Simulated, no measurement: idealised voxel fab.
Process module name: voxel self aligned vias
Cross-sectional view cut (width: 275 nm; square cell size: 5 nm).
Notation: cross-section as square-cell grid; stated in bands, top first, going down; one or more cell rows per band. This entry defines a band. It first specifies the height of the band's top and the height of its bottom in nm, and then specifies the band's materials from left to right, stating each material with its width in nm. The word "everywhere" identifies a single material that fills the band from edge to edge, while the word "air" identifies empty space. For the purposes of this specification, 0 denotes the height below which the wafer in its as-received condition is composed wholly of one material, and the lowermost band, lacking a lower limit, extends downward without end, as expressed in "top 0, no bottom". A width such as "30..40" changes by the same amount from each row of cells to the next, from the band's top row to its bottom row. No cell of the cross-section changed in a step that is given as "identical to before". "Enclosed void list" - sealed voids, min. 8 cells, no opening to top; format: width x height at distance (distance from left edge; nm throughout). Formally, on a step line, whatever follows the settings is a remark that the simulator itself makes on the step. The setting "overlay nm" may be written on the line of a step. When the step uses a mask, the value reports how far to the right of the planned place the mask lay, and a negative value reports that it lay to the left.

-- List of planned process steps
1 RECEIVE: material Si
2 CONFORMAL_DEP: material SiO2, thk nm 15
3 CONFORMAL_DEP: material SiCN, thk nm 5
4 DIRECTIONAL_DEP: material SiO2, thk nm 20
5 PATTERN: tone open, mask id LINES, material resist, width nm 20, pitch nm 70, thk nm 15, overlay nm 0
6 DIRECTIONAL_ETCH: etch materials SiO2, depth nm 20
7 STRIP: etch materials resist
8 CONFORMAL_DEP: material TiN, thk nm 5
9 FILL_DEP: material W, thk nm 5
10 CMP: height nm 40
11 SELECTIVE_ETCH: etch materials W Ru TiN, depth nm 5
12 FILL_DEP: material SiN, thk nm 5
13 CMP: height nm 40
14 DIRECTIONAL_DEP: material SiO2, thk nm 15
15 PATTERN: tone open, mask id VIAS, material resist, width nm 40, pitch nm 140, thk nm 15, overlay nm 0
16 DIRECTIONAL_ETCH: etch materials SiO2, depth nm 15
17 DIRECTIONAL_ETCH: etch materials SiN, depth nm 5
18 STRIP: etch materials resist
19 CONFORMAL_DEP: material TiN, thk nm 5
20 FILL_DEP: material Cu, thk nm 10
21 CMP: height nm 55
22 CONFORMAL_DEP: material SiN, thk nm 5

-- Of two wafers, the first: run according to plan

-- Wafer as received: cross-section following step 1
	top 0, no bottom | Si everywhere
	Enclosed void list: none

-- Presented here is a cross-section of the wafer after step 2 has been performed
	top 15, bottom 0 | SiO2 everywhere
	Lower than 0, everything is as it was.

-- Presented here is a cross-section of the wafer after step 3 has been performed
	top 20, bottom 15 | SiCN everywhere
	Lower than 15, everything is as it was.

-- Presented here is a cross-section of the wafer after step 4 has been performed
	top 40, bottom 20 | SiO2 everywhere
	Lower than 20, everything is as it was.

-- Presented here is a cross-section of the wafer after step 5 has been performed
	top 55, bottom 40 | 55 of resist; 20 of air; 50 of resist; 20 of air; 50 of resist; 20 of air; 60 of resist
	Lower than 40, everything is as it was.

-- Presented here is a cross-section of the wafer after step 6 has been performed
	top 55, bottom 40 | 55 of resist; 20 of air; 50 of resist; 20 of air; 50 of resist; 20 of air; 60 of resist
	top 40, bottom 20 | 55 of SiO2; 20 of air; 50 of SiO2; 20 of air; 50 of SiO2; 20 of air; 60 of SiO2
	Lower than 20, everything is as it was.

-- Presented here is a cross-section of the wafer after step 7 has been performed
	top 40, bottom 20 | 55 of SiO2; 20 of air; 50 of SiO2; 20 of air; 50 of SiO2; 20 of air; 60 of SiO2
	Lower than 20, everything is as it was.

-- Presented here is a cross-section of the wafer after step 8 has been performed
	top 45, bottom 40 | 60 of TiN; 10 of air; 60 of TiN; 10 of air; 60 of TiN; 10 of air; 65 of TiN
	top 40, bottom 25 | 55 of SiO2; 5 of TiN; 10 of air; 5 of TiN; 50 of SiO2; 5 of TiN; 10 of air; 5 of TiN; 50 of SiO2; 5 of TiN; 10 of air; 5 of TiN; 60 of SiO2
	top 25, bottom 20 | 55 of SiO2; 20 of TiN; 50 of SiO2; 20 of TiN; 50 of SiO2; 20 of TiN; 60 of SiO2
	Lower than 20, everything is as it was.

-- Presented here is a cross-section of the wafer after step 9 has been performed
	top 50, bottom 45 | W everywhere
	top 45, bottom 40 | 60 of TiN; 10 of W; 60 of TiN; 10 of W; 60 of TiN; 10 of W; 65 of TiN
	top 40, bottom 25 | 55 of SiO2; 5 of TiN; 10 of W; 5 of TiN; 50 of SiO2; 5 of TiN; 10 of W; 5 of TiN; 50 of SiO2; 5 of TiN; 10 of W; 5 of TiN; 60 of SiO2
	Lower than 25, everything is as it was.

-- Presented here is a cross-section of the wafer after step 10 has been performed
	top 40, bottom 25 | 55 of SiO2; 5 of TiN; 10 of W; 5 of TiN; 50 of SiO2; 5 of TiN; 10 of W; 5 of TiN; 50 of SiO2; 5 of TiN; 10 of W; 5 of TiN; 60 of SiO2
	Lower than 25, everything is as it was.

-- Presented here is a cross-section of the wafer after step 11 has been performed
	top 40, bottom 35 | 55 of SiO2; 20 of air; 50 of SiO2; 20 of air; 50 of SiO2; 20 of air; 60 of SiO2
	Lower than 35, everything is as it was.

-- Presented here is a cross-section of the wafer after step 12 has been performed
	top 45, bottom 40 | SiN everywhere
	top 40, bottom 35 | 55 of SiO2; 20 of SiN; 50 of SiO2; 20 of SiN; 50 of SiO2; 20 of SiN; 60 of SiO2
	Lower than 35, everything is as it was.

-- Presented here is a cross-section of the wafer after step 13 has been performed
	top 40, bottom 35 | 55 of SiO2; 20 of SiN; 50 of SiO2; 20 of SiN; 50 of SiO2; 20 of SiN; 60 of SiO2
	Lower than 35, everything is as it was.

-- Presented here is a cross-section of the wafer after step 14 has been performed
	top 55, bottom 40 | SiO2 everywhere
	Lower than 40, everything is as it was.

-- Presented here is a cross-section of the wafer after step 15 has been performed
	top 70, bottom 55 | 45 of resist; 40 of air; 100 of resist; 40 of air; 50 of resist
	Lower than 55, everything is as it was.

-- Presented here is a cross-section of the wafer after step 16 has been performed
	top 70, bottom 55 | 45 of resist; 40 of air; 100 of resist; 40 of air; 50 of resist
	top 55, bottom 40 | 45 of SiO2; 40 of air; 100 of SiO2; 40 of air; 50 of SiO2
	Lower than 40, everything is as it was.

-- Presented here is a cross-section of the wafer after step 17 has been performed
	top 70, bottom 55 | 45 of resist; 40 of air; 100 of resist; 40 of air; 50 of resist
	top 55, bottom 40 | 45 of SiO2; 40 of air; 100 of SiO2; 40 of air; 50 of SiO2
	top 40, bottom 35 | 55 of SiO2; 20 of air; 50 of SiO2; 20 of SiN; 50 of SiO2; 20 of air; 60 of SiO2
	Lower than 35, everything is as it was.

-- Presented here is a cross-section of the wafer after step 18 has been performed
	top 55, bottom 40 | 45 of SiO2; 40 of air; 100 of SiO2; 40 of air; 50 of SiO2
	Lower than 40, everything is as it was.

-- Presented here is a cross-section of the wafer after step 19 has been performed
	top 60, bottom 55 | 50 of TiN; 30 of air; 110 of TiN; 30 of air; 55 of TiN
	top 55, bottom 45 | 45 of SiO2; 5 of TiN; 30 of air; 5 of TiN; 100 of SiO2; 5 of TiN; 30 of air; 5 of TiN; 50 of SiO2
	top 45, bottom 40 | 45 of SiO2; 15 of TiN; 10 of air; 15 of TiN; 100 of SiO2; 15 of TiN; 10 of air; 15 of TiN; 50 of SiO2
	top 40, bottom 35 | 55 of SiO2; 20 of TiN; 50 of SiO2; 20 of SiN; 50 of SiO2; 20 of TiN; 60 of SiO2
	Lower than 35, everything is as it was.

-- Presented here is a cross-section of the wafer after step 20 has been performed
	top 70, bottom 60 | Cu everywhere
	top 60, bottom 55 | 50 of TiN; 30 of Cu; 110 of TiN; 30 of Cu; 55 of TiN
	top 55, bottom 45 | 45 of SiO2; 5 of TiN; 30 of Cu; 5 of TiN; 100 of SiO2; 5 of TiN; 30 of Cu; 5 of TiN; 50 of SiO2
	top 45, bottom 40 | 45 of SiO2; 15 of TiN; 10 of Cu; 15 of TiN; 100 of SiO2; 15 of TiN; 10 of Cu; 15 of TiN; 50 of SiO2
	Lower than 40, everything is as it was.

-- Presented here is a cross-section of the wafer after step 21 has been performed
	top 55, bottom 45 | 45 of SiO2; 5 of TiN; 30 of Cu; 5 of TiN; 100 of SiO2; 5 of TiN; 30 of Cu; 5 of TiN; 50 of SiO2
	Lower than 45, everything is as it was.

-- Presented here is a cross-section of the wafer after step 22 has been performed
	top 60, bottom 55 | SiN everywhere
	Lower than 55, everything is as it was.

-- What follows concerns the second wafer, which started out like the first and was meant to follow the very same plan; one mistake crept in when it was run, but everything up to and including step 4 is the same as for the first wafer

-- Second wafer, sectioned view, at step 5's planned end time
	top 55, bottom 40 | 55 of air; 20 of resist; 50 of air; 20 of resist; 50 of air; 20 of resist; 60 of air
	Lower than 40, everything is as it was.

-- Second wafer, sectioned view, at step 6's planned end time
	top 55, bottom 40 | 55 of air; 20 of resist; 50 of air; 20 of resist; 50 of air; 20 of resist; 60 of air
	top 40, bottom 20 | 55 of air; 20 of SiO2; 50 of air; 20 of SiO2; 50 of air; 20 of SiO2; 60 of air
	Lower than 20, everything is as it was.

-- Second wafer, sectioned view, at step 7's planned end time
	top 40, bottom 20 | 55 of air; 20 of SiO2; 50 of air; 20 of SiO2; 50 of air; 20 of SiO2; 60 of air
	Lower than 20, everything is as it was.

-- Second wafer, sectioned view, at step 8's planned end time
	top 45, bottom 40 | 50 of air; 30 of TiN; 40 of air; 30 of TiN; 40 of air; 30 of TiN; 55 of air
	top 40, bottom 25 | 50 of air; 5 of TiN; 20 of SiO2; 5 of TiN; 40 of air; 5 of TiN; 20 of SiO2; 5 of TiN; 40 of air; 5 of TiN; 20 of SiO2; 5 of TiN; 55 of air
	top 25, bottom 20 | 55 of TiN; 20 of SiO2; 50 of TiN; 20 of SiO2; 50 of TiN; 20 of SiO2; 60 of TiN
	Lower than 20, everything is as it was.

-- Second wafer, sectioned view, at step 9's planned end time
	top 50, bottom 45 | W everywhere
	top 45, bottom 40 | 50 of W; 30 of TiN; 40 of W; 30 of TiN; 40 of W; 30 of TiN; 55 of W
	top 40, bottom 25 | 50 of W; 5 of TiN; 20 of SiO2; 5 of TiN; 40 of W; 5 of TiN; 20 of SiO2; 5 of TiN; 40 of W; 5 of TiN; 20 of SiO2; 5 of TiN; 55 of W
	Lower than 25, everything is as it was.

-- Second wafer, sectioned view, at step 10's planned end time
	top 40, bottom 25 | 50 of W; 5 of TiN; 20 of SiO2; 5 of TiN; 40 of W; 5 of TiN; 20 of SiO2; 5 of TiN; 40 of W; 5 of TiN; 20 of SiO2; 5 of TiN; 55 of W
	Lower than 25, everything is as it was.

-- Second wafer, sectioned view, at step 11's planned end time
	top 40, bottom 35 | 55 of air; 20 of SiO2; 50 of air; 20 of SiO2; 50 of air; 20 of SiO2; 60 of air
	Lower than 35, everything is as it was.

-- Second wafer, sectioned view, at step 12's planned end time
	top 45, bottom 40 | SiN everywhere
	top 40, bottom 35 | 55 of SiN; 20 of SiO2; 50 of SiN; 20 of SiO2; 50 of SiN; 20 of SiO2; 60 of SiN
	Lower than 35, everything is as it was.

-- Second wafer, sectioned view, at step 13's planned end time
	top 40, bottom 35 | 55 of SiN; 20 of SiO2; 50 of SiN; 20 of SiO2; 50 of SiN; 20 of SiO2; 60 of SiN
	Lower than 35, everything is as it was.

-- Second wafer, sectioned view, at step 14's planned end time
	top 55, bottom 40 | SiO2 everywhere
	Lower than 40, everything is as it was.

-- Second wafer, sectioned view, at step 15's planned end time
	top 70, bottom 55 | 45 of resist; 40 of air; 100 of resist; 40 of air; 50 of resist
	Lower than 55, everything is as it was.

-- Second wafer, sectioned view, at step 16's planned end time
	top 70, bottom 55 | 45 of resist; 40 of air; 100 of resist; 40 of air; 50 of resist
	top 55, bottom 40 | 45 of SiO2; 40 of air; 100 of SiO2; 40 of air; 50 of SiO2
	Lower than 40, everything is as it was.

-- Second wafer, sectioned view, at step 17's planned end time
	top 70, bottom 55 | 45 of resist; 40 of air; 100 of resist; 40 of air; 50 of resist
	top 55, bottom 40 | 45 of SiO2; 40 of air; 100 of SiO2; 40 of air; 50 of SiO2
	top 40, bottom 35 | 45 of SiN; 10 of air; 20 of SiO2; 10 of air; 40 of SiN; 20 of SiO2; 40 of SiN; 10 of air; 20 of SiO2; 10 of air; 50 of SiN
	Lower than 35, everything is as it was.

-- Second wafer, sectioned view, at step 18's planned end time
	top 55, bottom 40 | 45 of SiO2; 40 of air; 100 of SiO2; 40 of air; 50 of SiO2
	Lower than 40, everything is as it was.

-- Second wafer, sectioned view, at step 19's planned end time
	top 60, bottom 55 | 50 of TiN; 30 of air; 110 of TiN; 30 of air; 55 of TiN
	top 55, bottom 45 | 45 of SiO2; 5 of TiN; 30 of air; 5 of TiN; 100 of SiO2; 5 of TiN; 30 of air; 5 of TiN; 50 of SiO2
	top 45, bottom 40 | 45 of SiO2; 40 of TiN; 100 of SiO2; 40 of TiN; 50 of SiO2
	top 40, bottom 35 | 45 of SiN; 10 of TiN; 20 of SiO2; 10 of TiN; 40 of SiN; 20 of SiO2; 40 of SiN; 10 of TiN; 20 of SiO2; 10 of TiN; 50 of SiN
	Lower than 35, everything is as it was.

-- Second wafer, sectioned view, at step 20's planned end time
	top 70, bottom 60 | Cu everywhere
	top 60, bottom 55 | 50 of TiN; 30 of Cu; 110 of TiN; 30 of Cu; 55 of TiN
	top 55, bottom 45 | 45 of SiO2; 5 of TiN; 30 of Cu; 5 of TiN; 100 of SiO2; 5 of TiN; 30 of Cu; 5 of TiN; 50 of SiO2
	Lower than 45, everything is as it was.

-- Second wafer, sectioned view, at step 21's planned end time
	top 55, bottom 45 | 45 of SiO2; 5 of TiN; 30 of Cu; 5 of TiN; 100 of SiO2; 5 of TiN; 30 of Cu; 5 of TiN; 50 of SiO2
	Lower than 45, everything is as it was.

-- Second wafer, sectioned view, at step 22's planned end time
	top 60, bottom 55 | SiN everywhere
	Lower than 55, everything is as it was.
Short version of what went wrong: rather than as planned, step 5 actually ran as PATTERN: tone cover, mask id LINES, material resist, width nm 20, pitch nm 70, thk nm 15, overlay nm 0
Wrapping up, a cell-based count of both wafers puts the second over or under the first for these materials: Cu -4 | SiN +31 | SiO2 -124 | TiN +35 | W +62
